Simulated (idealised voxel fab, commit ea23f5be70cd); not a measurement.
Process module in this document: voxel self aligned vias
Section shown: cut. Width: 185 nm. Cell size: 5 nm, square.
Cross-section format: a grid of square cells, given as bands from top to bottom; each band is one or more rows of cells. Within each band entry, the heights of the top and of the bottom of the band appear first, in that order and in nm; the materials of the band then follow from left to right, each with its corresponding width in nm. The designation "everywhere" on a single material indicates that it fills the band from edge to edge; the designation "empty" indicates empty space. Heads up on the height convention: 0 is the point under which the incoming wafer is all one material, and the lowest band has no bottom, it just keeps going down, like "z 0 and below". The notation "30 to 40" denotes a width that varies across the rows of cells in the band, beginning at the first number in the top row, finishing at the second number in the bottom row, and changing by an identical amount from each row to the next. "no alterations made" -> step changed no cross-section cell. This entry, "Tabulated closed voids", enumerates those empty regions of no fewer than 8 cells that possess no open connection to the top. Each region is reported in the form width x height at distance, the distance being taken from the left edge, with all three quantities expressed in nm. Past the settings on a step's line: simulator remark, on that step. A step line may carry the setting "overlay nm", which, for steps involving a mask, states the distance by which the mask lay to the right of its intended position; negative values denote displacement to the left.
[The following list gives the planned process steps]
1 RECEIVE | material Si
2 CONFORMAL_DEP | material SiO2 | thk nm 15
3 CONFORMAL_DEP | material SiCN | thk nm 5
4 DIRECTIONAL_DEP | material lowk | thk nm 30
5 PATTERN | tone open | mask id LINES | material resist | width nm 20 | pitch nm 60 | thk nm 15 | overlay nm 0
6 DIRECTIONAL_ETCH | etch materials lowk | depth nm 30
7 STRIP | etch materials resist
8 CONFORMAL_DEP | material TiN | thk nm 5
9 FILL_DEP | material Ru | thk nm 10
10 CMP | height nm 50
11 SELECTIVE_ETCH | etch materials W Ru TiN | depth nm 10
12 FILL_DEP | material SiN | thk nm 10
13 CMP | height nm 50
14 DIRECTIONAL_DEP | material lowk | thk nm 15
15 PATTERN | tone open | mask id VIAS | material resist | width nm 30 | pitch nm 60 | thk nm 20 | overlay nm 0
16 DIRECTIONAL_ETCH | etch materials lowk | depth nm 15
17 DIRECTIONAL_ETCH | etch materials SiN | depth nm 10
18 STRIP | etch materials resist
19 CONFORMAL_DEP | material TiN | thk nm 5
20 FILL_DEP | material Ru | thk nm 5
21 CMP | height nm 65
22 CONFORMAL_DEP | material SiN | thk nm 5
[The first of a set of two wafers, run to plan]
[Step 1 complete: cross-section of the wafer as received]
* z 0 and below | Si everywhere
* Tabulated closed voids: none
[After step 2, in cross-section]
* z 15 to 0 | SiO2 everywhere
* Under 0: no change, same as before.
[After step 3, in cross-section]
* z 20 to 15 | SiCN everywhere
* Under 15: no change, same as before.
[After step 4, in cross-section]
* z 50 to 20 | lowk everywhere
* Under 20: no change, same as before.
[After step 5, in cross-section]
* z 65 to 50 | 20 resist; 20 empty; 40 resist; 20 empty; 40 resist; 20 empty; 25 resist
* Under 50: no change, same as before.
[After step 6, in cross-section]
* z 65 to 50 | 20 resist; 20 empty; 40 resist; 20 empty; 40 resist; 20 empty; 25 resist
* z 50 to 20 | 20 lowk; 20 empty; 40 lowk; 20 empty; 40 lowk; 20 empty; 25 lowk
* Under 20: no change, same as before.
[After step 7, in cross-section]
* z 50 to 20 | 20 lowk; 20 empty; 40 lowk; 20 empty; 40 lowk; 20 empty; 25 lowk
* Under 20: no change, same as before.
[After step 8, in cross-section]
* z 55 to 50 | 25 TiN; 10 empty; 50 TiN; 10 empty; 50 TiN; 10 empty; 30 TiN
* z 50 to 25 | 20 lowk; 5 TiN; 10 empty; 5 TiN; 40 lowk; 5 TiN; 10 empty; 5 TiN; 40 lowk; 5 TiN; 10 empty; 5 TiN; 25 lowk
* z 25 to 20 | 20 lowk; 20 TiN; 40 lowk; 20 TiN; 40 lowk; 20 TiN; 25 lowk
* Under 20: no change, same as before.
[After step 9, in cross-section]
* z 65 to 55 | Ru everywhere
* z 55 to 50 | 25 TiN; 10 Ru; 50 TiN; 10 Ru; 50 TiN; 10 Ru; 30 TiN
* z 50 to 25 | 20 lowk; 5 TiN; 10 Ru; 5 TiN; 40 lowk; 5 TiN; 10 Ru; 5 TiN; 40 lowk; 5 TiN; 10 Ru; 5 TiN; 25 lowk
* Under 25: no change, same as before.
[After step 10, in cross-section]
* z 50 to 25 | 20 lowk; 5 TiN; 10 Ru; 5 TiN; 40 lowk; 5 TiN; 10 Ru; 5 TiN; 40 lowk; 5 TiN; 10 Ru; 5 TiN; 25 lowk
* Under 25: no change, same as before.
[After step 11, in cross-section]
* z 50 to 40 | 20 lowk; 20 empty; 40 lowk; 20 empty; 40 lowk; 20 empty; 25 lowk
* Under 40: no change, same as before.
[After step 12, in cross-section]
* z 60 to 50 | SiN everywhere
* z 50 to 40 | 20 lowk; 20 SiN; 40 lowk; 20 SiN; 40 lowk; 20 SiN; 25 lowk
* Under 40: no change, same as before.
[After step 13, in cross-section]
* z 50 to 40 | 20 lowk; 20 SiN; 40 lowk; 20 SiN; 40 lowk; 20 SiN; 25 lowk
* Under 40: no change, same as before.
[After step 14, in cross-section]
* z 65 to 50 | lowk everywhere
* Under 50: no change, same as before.
[After step 15, in cross-section]
* z 85 to 65 | 15 resist; 30 empty; 30 resist; 30 empty; 30 resist; 30 empty; 20 resist
* Under 65: no change, same as before.
[After step 16, in cross-section]
* z 85 to 65 | 15 resist; 30 empty; 30 resist; 30 empty; 30 resist; 30 empty; 20 resist
* z 65 to 50 | 15 lowk; 30 empty; 30 lowk; 30 empty; 30 lowk; 30 empty; 20 lowk
* Under 50: no change, same as before.
[After step 17, in cross-section]
* z 85 to 65 | 15 resist; 30 empty; 30 resist; 30 empty; 30 resist; 30 empty; 20 resist
* z 65 to 50 | 15 lowk; 30 empty; 30 lowk; 30 empty; 30 lowk; 30 empty; 20 lowk
* z 50 to 40 | 20 lowk; 20 empty; 40 lowk; 20 empty; 40 lowk; 20 empty; 25 lowk
* Under 40: no change, same as before.
[After step 18, in cross-section]
* z 65 to 50 | 15 lowk; 30 empty; 30 lowk; 30 empty; 30 lowk; 30 empty; 20 lowk
* Under 50: no change, same as before.
[After step 19, in cross-section]
* z 70 to 65 | 20 TiN; 20 empty; 40 TiN; 20 empty; 40 TiN; 20 empty; 25 TiN
* z 65 to 55 | 15 lowk; 5 TiN; 20 empty; 5 TiN; 30 lowk; 5 TiN; 20 empty; 5 TiN; 30 lowk; 5 TiN; 20 empty; 5 TiN; 20 lowk
* z 55 to 45 | 15 to 20 lowk; 10 to 5 TiN; 10 empty; 10 to 5 TiN; 30 to 40 lowk; 10 to 5 TiN; 10 empty; 10 to 5 TiN; 30 to 40 lowk; 10 to 5 TiN; 10 empty; 10 to 5 TiN; 20 to 25 lowk
* z 45 to 40 | 20 lowk; 20 TiN; 40 lowk; 20 TiN; 40 lowk; 20 TiN; 25 lowk
* Under 40: no change, same as before.
[After step 20, in cross-section]
* z 75 to 70 | Ru everywhere
* z 70 to 65 | 20 TiN; 20 Ru; 40 TiN; 20 Ru; 40 TiN; 20 Ru; 25 TiN
* z 65 to 55 | 15 lowk; 5 TiN; 20 Ru; 5 TiN; 30 lowk; 5 TiN; 20 Ru; 5 TiN; 30 lowk; 5 TiN; 20 Ru; 5 TiN; 20 lowk
* z 55 to 45 | 15 to 20 lowk; 10 to 5 TiN; 10 Ru; 10 to 5 TiN; 30 to 40 lowk; 10 to 5 TiN; 10 Ru; 10 to 5 TiN; 30 to 40 lowk; 10 to 5 TiN; 10 Ru; 10 to 5 TiN; 20 to 25 lowk
* Under 45: no change, same as before.
[After step 21, in cross-section]
* z 65 to 55 | 15 lowk; 5 TiN; 20 Ru; 5 TiN; 30 lowk; 5 TiN; 20 Ru; 5 TiN; 30 lowk; 5 TiN; 20 Ru; 5 TiN; 20 lowk
* Under 55: no change, same as before.
[After step 22, in cross-section]
* z 70 to 65 | SiN everywhere
* Under 65: no change, same as before.
[Notes, second wafer: start = first wafer's, plan = first wafer's, execution had one mistake; history identical to first through step 1]
[Second wafer at the planned finish of step 2, seen in cross-section]
* z 5 to 0 | SiCN everywhere
* Under 0: no change, same as before.
[Second wafer at the planned finish of step 3, seen in cross-section]
* z 20 to 5 | SiO2 everywhere
* Under 5: no change, same as before.
[Second wafer at the planned finish of step 4, seen in cross-section]
* z 50 to 20 | lowk everywhere
* Under 20: no change, same as before.
[Second wafer at the planned finish of step 5, seen in cross-section]
* z 65 to 50 | 20 resist; 20 empty; 40 resist; 20 empty; 40 resist; 20 empty; 25 resist
* Under 50: no change, same as before.
[Second wafer at the planned finish of step 6, seen in cross-section]
* z 65 to 50 | 20 resist; 20 empty; 40 resist; 20 empty; 40 resist; 20 empty; 25 resist
* z 50 to 20 | 20 lowk; 20 empty; 40 lowk; 20 empty; 40 lowk; 20 empty; 25 lowk
* Under 20: no change, same as before.
[Second wafer at the planned finish of step 7, seen in cross-section]
* z 50 to 20 | 20 lowk; 20 empty; 40 lowk; 20 empty; 40 lowk; 20 empty; 25 lowk
* Under 20: no change, same as before.
[Second wafer at the planned finish of step 8, seen in cross-section]
* z 55 to 50 | 25 TiN; 10 empty; 50 TiN; 10 empty; 50 TiN; 10 empty; 30 TiN
* z 50 to 25 | 20 lowk; 5 TiN; 10 empty; 5 TiN; 40 lowk; 5 TiN; 10 empty; 5 TiN; 40 lowk; 5 TiN; 10 empty; 5 TiN; 25 lowk
* z 25 to 20 | 20 lowk; 20 TiN; 40 lowk; 20 TiN; 40 lowk; 20 TiN; 25 lowk
* Under 20: no change, same as before.
[Second wafer at the planned finish of step 9, seen in cross-section]
* z 65 to 55 | Ru everywhere
* z 55 to 50 | 25 TiN; 10 Ru; 50 TiN; 10 Ru; 50 TiN; 10 Ru; 30 TiN
* z 50 to 25 | 20 lowk; 5 TiN; 10 Ru; 5 TiN; 40 lowk; 5 TiN; 10 Ru; 5 TiN; 40 lowk; 5 TiN; 10 Ru; 5 TiN; 25 lowk
* Under 25: no change, same as before.
[Second wafer at the planned finish of step 10, seen in cross-section]
* z 50 to 25 | 20 lowk; 5 TiN; 10 Ru; 5 TiN; 40 lowk; 5 TiN; 10 Ru; 5 TiN; 40 lowk; 5 TiN; 10 Ru; 5 TiN; 25 lowk
* Under 25: no change, same as before.
[Second wafer at the planned finish of step 11, seen in cross-section]
* z 50 to 40 | 20 lowk; 20 empty; 40 lowk; 20 empty; 40 lowk; 20 empty; 25 lowk
* Under 40: no change, same as before.
[Second wafer at the planned finish of step 12, seen in cross-section]
* z 60 to 50 | SiN everywhere
* z 50 to 40 | 20 lowk; 20 SiN; 40 lowk; 20 SiN; 40 lowk; 20 SiN; 25 lowk
* Under 40: no change, same as before.
[Second wafer at the planned finish of step 13, seen in cross-section]
* z 50 to 40 | 20 lowk; 20 SiN; 40 lowk; 20 SiN; 40 lowk; 20 SiN; 25 lowk
* Under 40: no change, same as before.
[Second wafer at the planned finish of step 14, seen in cross-section]
* z 65 to 50 | lowk everywhere
* Under 50: no change, same as before.
[Second wafer at the planned finish of step 15, seen in cross-section]
* z 85 to 65 | 15 resist; 30 empty; 30 resist; 30 empty; 30 resist; 30 empty; 20 resist
* Under 65: no change, same as before.
[Second wafer at the planned finish of step 16, seen in cross-section]
* z 85 to 65 | 15 resist; 30 empty; 30 resist; 30 empty; 30 resist; 30 empty; 20 resist
* z 65 to 50 | 15 lowk; 30 empty; 30 lowk; 30 empty; 30 lowk; 30 empty; 20 lowk
* Under 50: no change, same as before.
[Second wafer at the planned finish of step 17, seen in cross-section]
* z 85 to 65 | 15 resist; 30 empty; 30 resist; 30 empty; 30 resist; 30 empty; 20 resist
* z 65 to 50 | 15 lowk; 30 empty; 30 lowk; 30 empty; 30 lowk; 30 empty; 20 lowk
* z 50 to 40 | 20 lowk; 20 empty; 40 lowk; 20 empty; 40 lowk; 20 empty; 25 lowk
* Under 40: no change, same as before.
[Second wafer at the planned finish of step 18, seen in cross-section]
* z 65 to 50 | 15 lowk; 30 empty; 30 lowk; 30 empty; 30 lowk; 30 empty; 20 lowk
* Under 50: no change, same as before.
[Second wafer at the planned finish of step 19, seen in cross-section]
* z 70 to 65 | 20 TiN; 20 empty; 40 TiN; 20 empty; 40 TiN; 20 empty; 25 TiN
* z 65 to 55 | 15 lowk; 5 TiN; 20 empty; 5 TiN; 30 lowk; 5 TiN; 20 empty; 5 TiN; 30 lowk; 5 TiN; 20 empty; 5 TiN; 20 lowk
* z 55 to 45 | 15 to 20 lowk; 10 to 5 TiN; 10 empty; 10 to 5 TiN; 30 to 40 lowk; 10 to 5 TiN; 10 empty; 10 to 5 TiN; 30 to 40 lowk; 10 to 5 TiN; 10 empty; 10 to 5 TiN; 20 to 25 lowk
* z 45 to 40 | 20 lowk; 20 TiN; 40 lowk; 20 TiN; 40 lowk; 20 TiN; 25 lowk
* Under 40: no change, same as before.
[Second wafer at the planned finish of step 20, seen in cross-section]
* z 75 to 70 | Ru everywhere
* z 70 to 65 | 20 TiN; 20 Ru; 40 TiN; 20 Ru; 40 TiN; 20 Ru; 25 TiN
* z 65 to 55 | 15 lowk; 5 TiN; 20 Ru; 5 TiN; 30 lowk; 5 TiN; 20 Ru; 5 TiN; 30 lowk; 5 TiN; 20 Ru; 5 TiN; 20 lowk
* z 55 to 45 | 15 to 20 lowk; 10 to 5 TiN; 10 Ru; 10 to 5 TiN; 30 to 40 lowk; 10 to 5 TiN; 10 Ru; 10 to 5 TiN; 30 to 40 lowk; 10 to 5 TiN; 10 Ru; 10 to 5 TiN; 20 to 25 lowk
* Under 45: no change, same as before.
[Second wafer at the planned finish of step 21, seen in cross-section]
* z 65 to 55 | 15 lowk; 5 TiN; 20 Ru; 5 TiN; 30 lowk; 5 TiN; 20 Ru; 5 TiN; 30 lowk; 5 TiN; 20 Ru; 5 TiN; 20 lowk
* Under 55: no change, same as before.
[Second wafer at the planned finish of step 22, seen in cross-section]
* z 70 to 65 | SiN everywhere
* Under 65: no change, same as before.
Here's what went sideways: note: step 2 <-> step 3, run order reversed vs plan
At the end, each material covers as many cells on the second wafer as it does on the first, though the cells it covers are elsewhere.
